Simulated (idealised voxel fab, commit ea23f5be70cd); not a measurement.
The name of this process module is voxel released beams.
Xsec cut, 225 nm wide, square cell size 5 nm.
In what follows, cross-sections appear as grids of square cells, described through bands that run from the top down, where every band is one or more rows of cells.
It is stipulated that each band's entry specify, in nanometres, the height of the top of the band and then that of its bottom, followed by the materials of the band in left-to-right sequence, each together with its width in nanometres. A single material marked by the word "throughout" is understood to fill the band from edge to edge; the word "air" is understood to denote empty space.
Heights are reckoned from 0. Under this level, the received wafer is all of one material. The bottommost band is open-ended downward, for example "z 0 and below".
When a width is written as two numbers, as in "30 to 40", the first number is the width in the top row of cells of the band and the second is the width in its bottom row, and the width changes by the same amount from each row to the next.
It should be understood that the words "identical to before", when stated for a given step, signify that the cross-section underwent no change in any of its cells during that step.
Heads up: "Enclosed cavities" only lists the empty pockets with no open path to the top that are 8 cells or more, and it writes them as width x height at distance, distance from the left edge, in nm.
It should be noted that, on the line of a given step, the content following the step's settings is a remark produced by the simulator itself with respect to that step.
What "overlay nm" on a step's line means: if the step has a mask, that mask lay this far to the right of its planned place, or, when the value is negative, to the left.

## The steps planned for the process are as follows
step 1: RECEIVE,material Si
step 2: CONFORMAL_DEP,material SiN,thk nm 5
step 3: DIRECTIONAL_DEP,material SiO2,thk nm 10
step 4: DIRECTIONAL_DEP,material aC,thk nm 15
step 5: PATTERN,tone open,mask id ANCHOR,material resist,width nm 45,thk nm 35,overlay nm 0
step 6: DIRECTIONAL_ETCH,etch materials aC,depth nm 15
step 7: STRIP,etch materials resist
step 8: DIRECTIONAL_ETCH,etch materials SiO2,depth nm 10
step 9: STRIP,etch materials aC
step 10: CONFORMAL_DEP,material TiN,thk nm 15
step 11: PATTERN,tone cover,mask id BEAM,material resist,width nm 90,thk nm 20,overlay nm 0
step 12: DIRECTIONAL_ETCH,etch materials TiN,depth nm 15
step 13: STRIP,etch materials resist
step 14: STRIP,etch materials SiO2

## The cross-section here shows the wafer as received, i.e. in its state after step 1
    z 0 and below | Si throughout
    Enclosed cavities: none

## First of two wafers, end-of-module section, run followed plan
    z 30 to 20 | air (65) | TiN (20) | air (15) | TiN (55) | air (70)
    z 20 to 15 | air (65) | TiN (90) | air (70)
    z 15 to 5 | air (70) | TiN (45) | air (110)
    z 5 to 0 | SiN throughout
    z 0 and below | Si throughout
    Enclosed cavities: none

## This is the second of the two wafers, cross-sectioned at the end of the module; it started exactly like the first and was given the same plan, but it was run with one mistake
    z 30 to 20 | air (65) | TiN (65) | air (95)
    z 20 to 15 | air (65) | TiN (90) | air (70)
    z 15 to 5 | air (55) | TiN (15) | SiO2 (45) | TiN (40) | air (70)
    z 5 to 0 | SiN throughout
    z 0 and below | Si throughout
    Enclosed cavities: none
Diagnosis: step 5, actual vs plan mismatch, actual run PATTERN,tone cover,mask id ANCHOR,material resist,width nm 45,thk nm 35,overlay nm 0
Final cells, second wafer relative to first, materials higher or lower: +18 SiO2
